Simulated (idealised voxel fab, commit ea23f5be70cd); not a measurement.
The document below concerns the process module designated voxel air gaps.
Cross-section cut spans 260 nm and uses square cells 5 nm in size.
Cross-section = grid of square cells, listed top down in bands; band = one or more rows.
Heights first: top, then bottom, in nm. Then materials, left to right, each with a width in nm. "everywhere" on a single material: fills the band edge to edge. "empty": empty space.
For the purposes of this specification, 0 denotes the height below which the wafer in its as-received condition is composed wholly of one material, and the lowermost band, lacking a lower limit, extends downward without end, as expressed in "0 -> down".
With a width like "30 to 40", each row of cells in the band differs from the next by the same amount, the top row carrying the first number and the bottom row the second.
No cell of the cross-section changed in a step that is given as "nothing different".
Voids not open to the top, 8 cells minimum: see "Enclosed void catalog". Written width x height at distance; distance is from the left edge; nm.
Text after the settings on a step's line: the simulator's own remark on that step.
overlay nm: step with mask; distance mask lay right of planned place; negative value = left of planned place.
Planned step list for the process
1) RECEIVE [material Si]
2) CONFORMAL_DEP [material SiO2] [thk nm 10]
3) CONFORMAL_DEP [material SiCN] [thk nm 5]
4) DIRECTIONAL_DEP [material lowk] [thk nm 35]
5) DIRECTIONAL_DEP [material aC] [thk nm 10]
6) PATTERN [tone open] [mask id LINES] [material resist] [width nm 25] [pitch nm 55] [thk nm 30] [overlay nm 0]
7) DIRECTIONAL_ETCH [etch materials aC] [depth nm 10]
8) STRIP [etch materials resist]
9) DIRECTIONAL_ETCH [etch materials lowk] [depth nm 35]
10) STRIP [etch materials aC]
11) CONFORMAL_DEP [material TiN] [thk nm 5]
12) FILL_DEP [material Ru] [thk nm 10]
13) CMP [height nm 50]
14) EPI [material Ru] [thk nm 10]
15) SELECTIVE_ETCH [etch materials lowk] [depth nm 45]
16) CONFORMAL_DEP [material SiCN] [thk nm 5]
The first of a set of two wafers, run to plan
Cross-sectional view of the wafer in its as-received condition, corresponding to the state after step 1
- 0 -> down: Si everywhere
- Enclosed void catalog: none
The wafer, seen in cross-section, after step 2
- 10 -> 0: SiO2 everywhere
- Anything lower than 0 is untouched.
The wafer, seen in cross-section, after step 3
- 15 -> 10: SiCN everywhere
- Anything lower than 10 is untouched.
The wafer, seen in cross-section, after step 4
- 50 -> 15: lowk everywhere
- Anything lower than 15 is untouched.
The wafer, seen in cross-section, after step 5
- 60 -> 50: aC everywhere
- Anything lower than 50 is untouched.
The wafer, seen in cross-section, after step 6
- 90 -> 60: 35 of resist  25 of empty  30 of resist  25 of empty  30 of resist  25 of empty  30 of resist  25 of empty  35 of resist
- Anything lower than 60 is untouched.
The wafer, seen in cross-section, after step 7
- 80 -> 60: 35 of resist  25 of empty  30 of resist  25 of empty  30 of resist  25 of empty  30 of resist  25 of empty  35 of resist
- 60 -> 50: 35 of aC  25 of empty  30 of aC  25 of empty  30 of aC  25 of empty  30 of aC  25 of empty  35 of aC
- Anything lower than 50 is untouched.
The wafer, seen in cross-section, after step 8
- 60 -> 50: 35 of aC  25 of empty  30 of aC  25 of empty  30 of aC  25 of empty  30 of aC  25 of empty  35 of aC
- Anything lower than 50 is untouched.
The wafer, seen in cross-section, after step 9
- 60 -> 50: 35 of aC  25 of empty  30 of aC  25 of empty  30 of aC  25 of empty  30 of aC  25 of empty  35 of aC
- 50 -> 15: 35 of lowk  25 of empty  30 of lowk  25 of empty  30 of lowk  25 of empty  30 of lowk  25 of empty  35 of lowk
- Anything lower than 15 is untouched.
The wafer, seen in cross-section, after step 10
- 50 -> 15: 35 of lowk  25 of empty  30 of lowk  25 of empty  30 of lowk  25 of empty  30 of lowk  25 of empty  35 of lowk
- Anything lower than 15 is untouched.
The wafer, seen in cross-section, after step 11
- 55 -> 50: 40 of TiN  15 of empty  40 of TiN  15 of empty  40 of TiN  15 of empty  40 of TiN  15 of empty  40 of TiN
- 50 -> 20: 35 of lowk  5 of TiN  15 of empty  5 of TiN  30 of lowk  5 of TiN  15 of empty  5 of TiN  30 of lowk  5 of TiN  15 of empty  5 of TiN  30 of lowk  5 of TiN  15 of empty  5 of TiN  35 of lowk
- 20 -> 15: 35 of lowk  25 of TiN  30 of lowk  25 of TiN  30 of lowk  25 of TiN  30 of lowk  25 of TiN  35 of lowk
- Anything lower than 15 is untouched.
The wafer, seen in cross-section, after step 12
- 65 -> 55: Ru everywhere
- 55 -> 50: 40 of TiN  15 of Ru  40 of TiN  15 of Ru  40 of TiN  15 of Ru  40 of TiN  15 of Ru  40 of TiN
- 50 -> 20: 35 of lowk  5 of TiN  15 of Ru  5 of TiN  30 of lowk  5 of TiN  15 of Ru  5 of TiN  30 of lowk  5 of TiN  15 of Ru  5 of TiN  30 of lowk  5 of TiN  15 of Ru  5 of TiN  35 of lowk
- Anything lower than 20 is untouched.
The wafer, seen in cross-section, after step 13
- 50 -> 20: 35 of lowk  5 of TiN  15 of Ru  5 of TiN  30 of lowk  5 of TiN  15 of Ru  5 of TiN  30 of lowk  5 of TiN  15 of Ru  5 of TiN  30 of lowk  5 of TiN  15 of Ru  5 of TiN  35 of lowk
- Anything lower than 20 is untouched.
The wafer, seen in cross-section, after step 14
- 60 -> 50: 25 of empty  45 of Ru  10 of empty  45 of Ru  10 of empty  45 of Ru  10 of empty  45 of Ru  25 of empty
- Anything lower than 50 is untouched.
The wafer, seen in cross-section, after step 15
- 60 -> 50: 25 of empty  45 of Ru  10 of empty  45 of Ru  10 of empty  45 of Ru  10 of empty  45 of Ru  25 of empty
- 50 -> 20: 35 of empty  5 of TiN  15 of Ru  5 of TiN  30 of empty  5 of TiN  15 of Ru  5 of TiN  30 of empty  5 of TiN  15 of Ru  5 of TiN  30 of empty  5 of TiN  15 of Ru  5 of TiN  35 of empty
- 20 -> 15: 35 of empty  25 of TiN  30 of empty  25 of TiN  30 of empty  25 of TiN  30 of empty  25 of TiN  35 of empty
- Anything lower than 15 is untouched.
The wafer, seen in cross-section, after step 16
- 65 -> 60: 20 of empty  220 of SiCN  20 of empty
- 60 -> 50: 20 of empty  5 of SiCN  45 of Ru  10 of SiCN  45 of Ru  10 of SiCN  45 of Ru  10 of SiCN  45 of Ru  5 of SiCN  20 of empty
- 50 -> 45: 20 of empty  15 of SiCN  5 of TiN  15 of Ru  5 of TiN  30 of SiCN  5 of TiN  15 of Ru  5 of TiN  30 of SiCN  5 of TiN  15 of Ru  5 of TiN  30 of SiCN  5 of TiN  15 of Ru  5 of TiN  15 of SiCN  20 of empty
- 45 -> 20: 30 of empty  5 of SiCN  5 of TiN  15 of Ru  5 of TiN  5 of SiCN  20 of empty  5 of SiCN  5 of TiN  15 of Ru  5 of TiN  5 of SiCN  20 of empty  5 of SiCN  5 of TiN  15 of Ru  5 of TiN  5 of SiCN  20 of empty  5 of SiCN  5 of TiN  15 of Ru  5 of TiN  5 of SiCN  30 of empty
- 20 -> 15: 35 of SiCN  25 of TiN  30 of SiCN  25 of TiN  30 of SiCN  25 of TiN  30 of SiCN  25 of TiN  35 of SiCN
- Anything lower than 15 is untouched.
- Enclosed void catalog: 20 x 25 at 65; 20 x 25 at 120; 20 x 25 at 175
What follows concerns the second wafer, which started out like the first and was meant to follow the very same plan; one mistake crept in when it was run, but everything up to and including step 13 is the same as for the first wafer
Cross-section of the second wafer when, according to plan, step 14 should have finished
- 70 -> 50: 15 of empty  230 of Ru  15 of empty
- Anything lower than 50 is untouched.
Cross-section of the second wafer when, according to plan, step 15 should have finished
- 70 -> 50: 15 of empty  230 of Ru  15 of empty
- 50 -> 20: 35 of empty  5 of TiN  15 of Ru  5 of TiN  30 of lowk  5 of TiN  15 of Ru  5 of TiN  30 of lowk  5 of TiN  15 of Ru  5 of TiN  30 of lowk  5 of TiN  15 of Ru  5 of TiN  35 of empty
- 20 -> 15: 35 of empty  25 of TiN  30 of lowk  25 of TiN  30 of lowk  25 of TiN  30 of lowk  25 of TiN  35 of empty
- Anything lower than 15 is untouched.
Cross-section of the second wafer when, according to plan, step 16 should have finished
- 75 -> 70: 10 of empty  240 of SiCN  10 of empty
- 70 -> 50: 10 of empty  5 of SiCN  230 of Ru  5 of SiCN  10 of empty
- 50 -> 45: 10 of empty  25 of SiCN  5 of TiN  15 of Ru  5 of TiN  30 of lowk  5 of TiN  15 of Ru  5 of TiN  30 of lowk  5 of TiN  15 of Ru  5 of TiN  30 of lowk  5 of TiN  15 of Ru  5 of TiN  25 of SiCN  10 of empty
- 45 -> 20: 30 of empty  5 of SiCN  5 of TiN  15 of Ru  5 of TiN  30 of lowk  5 of TiN  15 of Ru  5 of TiN  30 of lowk  5 of TiN  15 of Ru  5 of TiN  30 of lowk  5 of TiN  15 of Ru  5 of TiN  5 of SiCN  30 of empty
- 20 -> 15: 35 of SiCN  25 of TiN  30 of lowk  25 of TiN  30 of lowk  25 of TiN  30 of lowk  25 of TiN  35 of SiCN
- Anything lower than 15 is untouched.
The plan and the run diverged here: step 14 of the plan was executed twice over
Counted in cells at the end, the second wafer holds more or fewer of these materials than the first: Ru +112 | SiCN -66 | lowk +126
Closed voids, final: 3 / 0 (first wafer / second wafer).
